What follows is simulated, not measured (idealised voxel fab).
The document below concerns the process module designated voxel ribs on slabs.
This is section cut - it's 235 nm across, gridded in 5 nm square cells.
This document writes a cross-section as a grid whose cells are square, and gives it as bands, listed from the top down; one or more rows of cells form a band. Heads up on the band format: heights come first, top then bottom, in nm. After that it's the materials left to right, each with its width in nm. A single material flagged "throughout" fills the whole band edge to edge, and "blank" means there's empty space there. The level at which height equals 0 is the one under which the wafer, as it arrives, is entirely one material. No lower edge exists for the bottom band, which continues downward and is notated as in "0 down". With a width like "30 to 40", each row of cells in the band differs from the next by the same amount, the top row carrying the first number and the bottom row the second. "no modification" after a step means that no cell of the cross-section changed. Entry "Sealed voids" = empty spaces >= 8 cells with no open way to the top; each as width x height at distance, distance from left edge, all nm. On each step's line, the part that comes after the settings is the simulator's own comment on the step. A step's line can hold "overlay nm"; with a mask on that step, the setting says how far right of the planned place the mask lay, while a negative setting says it lay to the left. Guide to the pairs. Each holds a before and an after cross-section around one process step; the after cross-section is cut off at the lowest band that changed. Look under the pair for the step between them and its settings. Pairs can come from different runs of this module on the same starting wafer, so a pair follows on from the one above it only where its entry headed "before" says it does.

### before
  0 down = Si throughout
  Sealed voids: none

### Step Outcome
  25 to 0 = SiO2 throughout
  Heights below 0 show no change.
  Sealed voids: none
Formally, the process step situated between the two cross-sections above is DIRECTIONAL_DEP, material SiO2, thk nm 25

before: after-step cross-section of the pair just above applies.

### Step Outcome
  45 to 25 = polySi throughout
  Heights below 25 show no change.
  Sealed voids: none
Formally, the process step situated between the two cross-sections above is DIRECTIONAL_DEP, material polySi, thk nm 20

before: after-step cross-section of the pair just above applies.

### Step Outcome
  45 to 40 = blank (105)  polySi (20)  blank (110)
  Heights below 40 show no change.
  Sealed voids: none
Formally, the process step situated between the two cross-sections above is MASKED_ETCH, tone cover, mask id RIB, width nm 20, etch materials polySi, depth nm 5, overlay nm 0

before: after-step cross-section of the pair just above applies.

### Step Outcome
  45 to 40 = blank (105)  polySi (20)  blank (110)
  40 to 25 = blank (80)  polySi (70)  blank (85)
  Heights below 25 show no change.
  Sealed voids: none
Formally, the process step situated between the two cross-sections above is MASKED_ETCH, tone cover, mask id SLAB, width nm 70, etch materials polySi, depth nm 15, overlay nm 0

before: after-step cross-section of the pair just above applies.

### Step Outcome
  70 to 45 = SiO2 throughout
  45 to 40 = SiO2 (105)  polySi (20)  SiO2 (110)
  40 to 25 = SiO2 (80)  polySi (70)  SiO2 (85)
  Heights below 25 show no change.
  Sealed voids: none
Formally, the process step situated between the two cross-sections above is FILL_DEP, material SiO2, thk nm 25

before: after-step cross-section of the pair just above applies.

### Step Outcome
  65 to 45 = SiO2 throughout
  Heights below 45 show no change.
  Sealed voids: none
Formally, the process step situated between the two cross-sections above is CMP, height nm 65

before: after-step cross-section of the pair just above applies.

### Step Outcome
  70 to 65 = TiN throughout
  Heights below 65 show no change.
  Sealed voids: none
Formally, the process step situated between the two cross-sections above is DIRECTIONAL_DEP, material TiN, thk nm 5

before: after-step cross-section of the pair just above applies.

### Step Outcome
  90 to 70 = blank (100)  resist (30)  blank (105)
  Heights below 70 show no change.
  Sealed voids: none
Formally, the process step situated between the two cross-sections above is PATTERN, tone cover, mask id HEATER, material resist, width nm 30, thk nm 20, overlay nm 0

before: after-step cross-section of the pair just above applies.

### Step Outcome
  90 to 70 = blank (100)  resist (30)  blank (105)
  70 to 65 = blank (100)  TiN (30)  blank (105)
  Heights below 65 show no change.
  Sealed voids: none
Formally, the process step situated between the two cross-sections above is DIRECTIONAL_ETCH, etch materials TiN, depth nm 5

before: after-step cross-section of the pair just above applies.

### Step Outcome
  70 to 65 = blank (100)  TiN (30)  blank (105)
  Heights below 65 show no change.
  Sealed voids: none
Formally, the process step situated between the two cross-sections above is STRIP, etch materials resist

before: after-step cross-section of the pair just above applies.

### Step Outcome
  75 to 70 = blank (95)  SiO2 (40)  blank (100)
  70 to 65 = SiO2 (100)  TiN (30)  SiO2 (105)
  Heights below 65 show no change.
  Sealed voids: none
Formally, the process step situated between the two cross-sections above is CONFORMAL_DEP, material SiO2, thk nm 5

### before
  25 to 0 = SiO2 throughout
  0 down = Si throughout
  Sealed voids: none

### Step Outcome
  50 to 0 = SiO2 throughout
  Heights below 0 show no change.
  Sealed voids: none
Formally, the process step situated between the two cross-sections above is DIRECTIONAL_DEP, material SiO2, thk nm 25

before: after-step cross-section of the pair just above applies.

### Step Outcome
  70 to 50 = polySi throughout
  Heights below 50 show no change.
  Sealed voids: none
Formally, the process step situated between the two cross-sections above is DIRECTIONAL_DEP, material polySi, thk nm 20

before: after-step cross-section of the pair just above applies.

### Step Outcome
  70 to 65 = blank (105)  polySi (20)  blank (110)
  Heights below 65 show no change.
  Sealed voids: none
Formally, the process step situated between the two cross-sections above is MASKED_ETCH, tone cover, mask id RIB, width nm 20, etch materials polySi, depth nm 5, overlay nm 0

before: after-step cross-section of the pair just above applies.

### Step Outcome
  70 to 65 = blank (105)  polySi (20)  blank (110)
  65 to 50 = blank (80)  polySi (70)  blank (85)
  Heights below 50 show no change.
  Sealed voids: none
Formally, the process step situated between the two cross-sections above is MASKED_ETCH, tone cover, mask id SLAB, width nm 70, etch materials polySi, depth nm 15, overlay nm 0

before: after-step cross-section of the pair just above applies.

### Step Outcome
  95 to 70 = SiO2 throughout
  70 to 65 = SiO2 (105)  polySi (20)  SiO2 (110)
  65 to 50 = SiO2 (80)  polySi (70)  SiO2 (85)
  Heights below 50 show no change.
  Sealed voids: none
Formally, the process step situated between the two cross-sections above is FILL_DEP, material SiO2, thk nm 25

before: after-step cross-section of the pair just above applies.

### Step Outcome
  65 to 50 = SiO2 (80)  polySi (70)  SiO2 (85)
  Heights below 50 show no change.
  Sealed voids: none
Formally, the process step situated between the two cross-sections above is CMP, height nm 65

before: after-step cross-section of the pair just above applies.

### Step Outcome
  70 to 65 = TiN throughout
  Heights below 65 show no change.
  Sealed voids: none
Formally, the process step situated between the two cross-sections above is DIRECTIONAL_DEP, material TiN, thk nm 5

before: after-step cross-section of the pair just above applies.

### Step Outcome
  90 to 70 = blank (100)  resist (30)  blank (105)
  Heights below 70 show no change.
  Sealed voids: none
Formally, the process step situated between the two cross-sections above is PATTERN, tone cover, mask id HEATER, material resist, width nm 30, thk nm 20, overlay nm 0

before: after-step cross-section of the pair just above applies.

### Step Outcome
  90 to 70 = blank (100)  resist (30)  blank (105)
  70 to 65 = blank (100)  TiN (30)  blank (105)
  Heights below 65 show no change.
  Sealed voids: none
Formally, the process step situated between the two cross-sections above is DIRECTIONAL_ETCH, etch materials TiN, depth nm 5

before: after-step cross-section of the pair just above applies.

### Step Outcome
  70 to 65 = blank (100)  TiN (30)  blank (105)
  Heights below 65 show no change.
  Sealed voids: none
Formally, the process step situated between the two cross-sections above is STRIP, etch materials resist

before: after-step cross-section of the pair just above applies.

### Step Outcome
  75 to 70 = blank (95)  SiO2 (40)  blank (100)
  70 to 65 = SiO2 (100)  TiN (30)  SiO2 (105)
  Heights below 65 show no change.
  Sealed voids: none
Formally, the process step situated between the two cross-sections above is CONFORMAL_DEP, material SiO2, thk nm 5

### before
  0 down = Si throughout
  Sealed voids: none

### Step Outcome
  20 to 0 = polySi throughout
  Heights below 0 show no change.
  Sealed voids: none
Formally, the process step situated between the two cross-sections above is DIRECTIONAL_DEP, material polySi, thk nm 20

before: after-step cross-section of the pair just above applies.

### Step Outcome
  45 to 20 = SiO2 throughout
  Heights below 20 show no change.
  Sealed voids: none
Formally, the process step situated between the two cross-sections above is DIRECTIONAL_DEP, material SiO2, thk nm 25

before: after-step cross-section of the pair just above applies.

### Step Outcome
  70 to 20 = SiO2 throughout
  Heights below 20 show no change.
  Sealed voids: none
Formally, the process step situated between the two cross-sections above is FILL_DEP, material SiO2, thk nm 25

before: after-step cross-section of the pair just above applies.

### Step Outcome
  65 to 20 = SiO2 throughout
  Heights below 20 show no change.
  Sealed voids: none
Formally, the process step situated between the two cross-sections above is CMP, height nm 65

before: after-step cross-section of the pair just above applies.

### Step Outcome
  70 to 65 = TiN throughout
  Heights below 65 show no change.
  Sealed voids: none
Formally, the process step situated between the two cross-sections above is DIRECTIONAL_DEP, material TiN, thk nm 5

before: after-step cross-section of the pair just above applies.

### Step Outcome
  90 to 70 = blank (100)  resist (30)  blank (105)
  Heights below 70 show no change.
  Sealed voids: none
Formally, the process step situated between the two cross-sections above is PATTERN, tone cover, mask id HEATER, material resist, width nm 30, thk nm 20, overlay nm 0

before: after-step cross-section of the pair just above applies.

### Step Outcome
  90 to 70 = blank (100)  resist (30)  blank (105)
  70 to 65 = blank (100)  TiN (30)  blank (105)
  Heights below 65 show no change.
  Sealed voids: none
Formally, the process step situated between the two cross-sections above is DIRECTIONAL_ETCH, etch materials TiN, depth nm 5

before: after-step cross-section of the pair just above applies.

### Step Outcome
  70 to 65 = blank (100)  TiN (30)  blank (105)
  Heights below 65 show no change.
  Sealed voids: none
Formally, the process step situated between the two cross-sections above is STRIP, etch materials resist

before: after-step cross-section of the pair just above applies.

### Step Outcome
  75 to 70 = blank (95)  SiO2 (40)  blank (100)
  70 to 65 = SiO2 (100)  TiN (30)  SiO2 (105)
  Heights below 65 show no change.
  Sealed voids: none
Formally, the process step situated between the two cross-sections above is CONFORMAL_DEP, material SiO2, thk nm 5

### before
  25 to 0 = SiO2 throughout
  0 down = Si throughout
  Sealed voids: none

### Step Outcome
  40 to 25 = polySi throughout
  Heights below 25 show no change.
  Sealed voids: none
Formally, the process step situated between the two cross-sections above is DIRECTIONAL_DEP, material polySi, thk nm 15

before: after-step cross-section of the pair just above applies.

### Step Outcome
  40 to 35 = blank (105)  polySi (20)  blank (110)
  Heights below 35 show no change.
  Sealed voids: none
Formally, the process step situated between the two cross-sections above is MASKED_ETCH, tone cover, mask id RIB, width nm 20, etch materials polySi, depth nm 5, overlay nm 0

before: after-step cross-section of the pair just above applies.

### Step Outcome
  40 to 35 = blank (105)  polySi (20)  blank (110)
  35 to 25 = blank (80)  polySi (70)  blank (85)
  Heights below 25 show no change.
  Sealed voids: none
Formally, the process step situated between the two cross-sections above is MASKED_ETCH, tone cover, mask id SLAB, width nm 70, etch materials polySi, depth nm 15, overlay nm 0

before: after-step cross-section of the pair just above applies.

### Step Outcome
  65 to 40 = SiO2 throughout
  40 to 35 = SiO2 (105)  polySi (20)  SiO2 (110)
  35 to 25 = SiO2 (80)  polySi (70)  SiO2 (85)
  Heights below 25 show no change.
  Sealed voids: none
Formally, the process step situated between the two cross-sections above is FILL_DEP, material SiO2, thk nm 25

before: after-step cross-section of the pair just above applies.

### Step Outcome
  70 to 65 = TiN throughout
  Heights below 65 show no change.
  Sealed voids: none
Formally, the process step situated between the two cross-sections above is DIRECTIONAL_DEP, material TiN, thk nm 5

before: after-step cross-section of the pair just above applies.

### Step Outcome
  90 to 70 = blank (100)  resist (30)  blank (105)
  Heights below 70 show no change.
  Sealed voids: none
Formally, the process step situated between the two cross-sections above is PATTERN, tone cover, mask id HEATER, material resist, width nm 30, thk nm 20, overlay nm 0

before: after-step cross-section of the pair just above applies.

### Step Outcome
  90 to 70 = blank (100)  resist (30)  blank (105)
  70 to 65 = blank (100)  TiN (30)  blank (105)
  Heights below 65 show no change.
  Sealed voids: none
Formally, the process step situated between the two cross-sections above is DIRECTIONAL_ETCH, etch materials TiN, depth nm 5

before: after-step cross-section of the pair just above applies.

### Step Outcome
  70 to 65 = blank (100)  TiN (30)  blank (105)
  Heights below 65 show no change.
  Sealed voids: none
Formally, the process step situated between the two cross-sections above is STRIP, etch materials resist

before: after-step cross-section of the pair just above applies.

### Step Outcome
  75 to 70 = blank (95)  SiO2 (40)  blank (100)
  70 to 65 = SiO2 (100)  TiN (30)  SiO2 (105)
  Heights below 65 show no change.
  Sealed voids: none
Formally, the process step situated between the two cross-sections above is CONFORMAL_DEP, material SiO2, thk nm 5

### before
  70 to 65 = TiN throughout
  65 to 45 = SiO2 throughout
  45 to 40 = SiO2 (105)  polySi (20)  SiO2 (110)
  40 to 25 = SiO2 (80)  polySi (70)  SiO2 (85)
  25 to 0 = SiO2 throughout
  0 down = Si throughout
  Sealed voids: none

### Step Outcome
  90 to 70 = blank (105)  resist (25)  blank (105)
  Heights below 70 show no change.
  Sealed voids: none
Formally, the process step situated between the two cross-sections above is PATTERN, tone cover, mask id HEATER, material resist, width nm 25, thk nm 20, overlay nm 0

before: after-step cross-section of the pair just above applies.

### Step Outcome
  90 to 70 = blank (105)  resist (25)  blank (105)
  70 to 65 = blank (105)  TiN (25)  blank (105)
  Heights below 65 show no change.
  Sealed voids: none
Formally, the process step situated between the two cross-sections above is DIRECTIONAL_ETCH, etch materials TiN, depth nm 5

before: after-step cross-section of the pair just above applies.

### Step Outcome
  70 to 65 = blank (105)  TiN (25)  blank (105)
  Heights below 65 show no change.
  Sealed voids: none
Formally, the process step situated between the two cross-sections above is STRIP, etch materials resist

before: after-step cross-section of the pair just above applies.

### Step Outcome
  75 to 70 = blank (100)  SiO2 (35)  blank (100)
  70 to 65 = SiO2 (105)  TiN (25)  SiO2 (105)
  Heights below 65 show no change.
  Sealed voids: none
Formally, the process step situated between the two cross-sections above is CONFORMAL_DEP, material SiO2, thk nm 5

### before
  70 to 65 = TiN throughout
  65 to 45 = SiO2 throughout
  45 to 40 = SiO2 (105)  polySi (20)  SiO2 (110)
  40 to 25 = SiO2 (80)  polySi (70)  SiO2 (85)
  25 to 0 = SiO2 throughout
  0 down = Si throughout
  Sealed voids: none

### Step Outcome
  90 to 70 = blank (110)  resist (30)  blank (95)
  Heights below 70 show no change.
  Sealed voids: none
Formally, the process step situated between the two cross-sections above is PATTERN, tone cover, mask id HEATER, material resist, width nm 30, thk nm 20, overlay nm 10

before: after-step cross-section of the pair just above applies.

### Step Outcome
  90 to 70 = blank (110)  resist (30)  blank (95)
  70 to 65 = blank (110)  TiN (30)  blank (95)
  Heights below 65 show no change.
  Sealed voids: none
Formally, the process step situated between the two cross-sections above is DIRECTIONAL_ETCH, etch materials TiN, depth nm 5

before: after-step cross-section of the pair just above applies.

### Step Outcome
  70 to 65 = blank (110)  TiN (30)  blank (95)
  Heights below 65 show no change.
  Sealed voids: none
Formally, the process step situated between the two cross-sections above is STRIP, etch materials resist

before: after-step cross-section of the pair just above applies.

### Step Outcome
  75 to 70 = blank (105)  SiO2 (40)  blank (90)
  70 to 65 = SiO2 (110)  TiN (30)  SiO2 (95)
  Heights below 65 show no change.
  Sealed voids: none
Formally, the process step situated between the two cross-sections above is CONFORMAL_DEP, material SiO2, thk nm 5

### before
  90 to 70 = blank (100)  resist (30)  blank (105)
  70 to 65 = blank (100)  TiN (30)  blank (105)
  65 to 45 = SiO2 throughout
  45 to 40 = SiO2 (105)  polySi (20)  SiO2 (110)
  40 to 25 = SiO2 (80)  polySi (70)  SiO2 (85)
  25 to 0 = SiO2 throughout
  0 down = Si throughout
  Sealed voids: none

### Step Outcome
  0 down = Si throughout
  Sealed voids: none
Formally, the process step situated between the two cross-sections above is STRIP, etch materials SiO2

before: after-step cross-section of the pair just above applies.

### Step Outcome
  5 to 0 = SiO2 throughout
  Heights below 0 show no change.
  Sealed voids: none
Formally, the process step situated between the two cross-sections above is CONFORMAL_DEP, material SiO2, thk nm 5

### before
  45 to 25 = polySi throughout
  25 to 0 = SiO2 throughout
  0 down = Si throughout
  Sealed voids: none

### Step Outcome
  45 to 40 = polySi (105)  blank (20)  polySi (110)
  Heights below 40 show no change.
  Sealed voids: none
Formally, the process step situated between the two cross-sections above is MASKED_ETCH, tone open, mask id RIB, width nm 20, etch materials polySi, depth nm 5, overlay nm 0

before: after-step cross-section of the pair just above applies.

### Step Outcome
  45 to 40 = blank (80)  polySi (25)  blank (20)  polySi (25)  blank (85)
  40 to 30 = blank (80)  polySi (70)  blank (85)
  Heights below 30 show no change.
  Sealed voids: none
Formally, the process step situated between the two cross-sections above is MASKED_ETCH, tone cover, mask id SLAB, width nm 70, etch materials polySi, depth nm 15, overlay nm 0

before: after-step cross-section of the pair just above applies.

### Step Outcome
  70 to 45 = SiO2 throughout
  45 to 40 = SiO2 (80)  polySi (25)  SiO2 (20)  polySi (25)  SiO2 (85)
  40 to 30 = SiO2 (80)  polySi (70)  SiO2 (85)
  Heights below 30 show no change.
  Sealed voids: none
Formally, the process step situated between the two cross-sections above is FILL_DEP, material SiO2, thk nm 25

before: after-step cross-section of the pair just above applies.

### Step Outcome
  65 to 45 = SiO2 throughout
  Heights below 45 show no change.
  Sealed voids: none
Formally, the process step situated between the two cross-sections above is CMP, height nm 65

before: after-step cross-section of the pair just above applies.

### Step Outcome
  70 to 65 = TiN throughout
  Heights below 65 show no change.
  Sealed voids: none
Formally, the process step situated between the two cross-sections above is DIRECTIONAL_DEP, material TiN, thk nm 5

before: after-step cross-section of the pair just above applies.

### Step Outcome
  90 to 70 = blank (100)  resist (30)  blank (105)
  Heights below 70 show no change.
  Sealed voids: none
Formally, the process step situated between the two cross-sections above is PATTERN, tone cover, mask id HEATER, material resist, width nm 30, thk nm 20, overlay nm 0

before: after-step cross-section of the pair just above applies.

### Step Outcome
  90 to 70 = blank (100)  resist (30)  blank (105)
  70 to 65 = blank (100)  TiN (30)  blank (105)
  Heights below 65 show no change.
  Sealed voids: none
Formally, the process step situated between the two cross-sections above is DIRECTIONAL_ETCH, etch materials TiN, depth nm 5

before: after-step cross-section of the pair just above applies.

### Step Outcome
  70 to 65 = blank (100)  TiN (30)  blank (105)
  Heights below 65 show no change.
  Sealed voids: none
Formally, the process step situated between the two cross-sections above is STRIP, etch materials resist

before: after-step cross-section of the pair just above applies.

### Step Outcome
  75 to 70 = blank (95)  SiO2 (40)  blank (100)
  70 to 65 = SiO2 (100)  TiN (30)  SiO2 (105)
  Heights below 65 show no change.
  Sealed voids: none
Formally, the process step situated between the two cross-sections above is CONFORMAL_DEP, material SiO2, thk nm 5
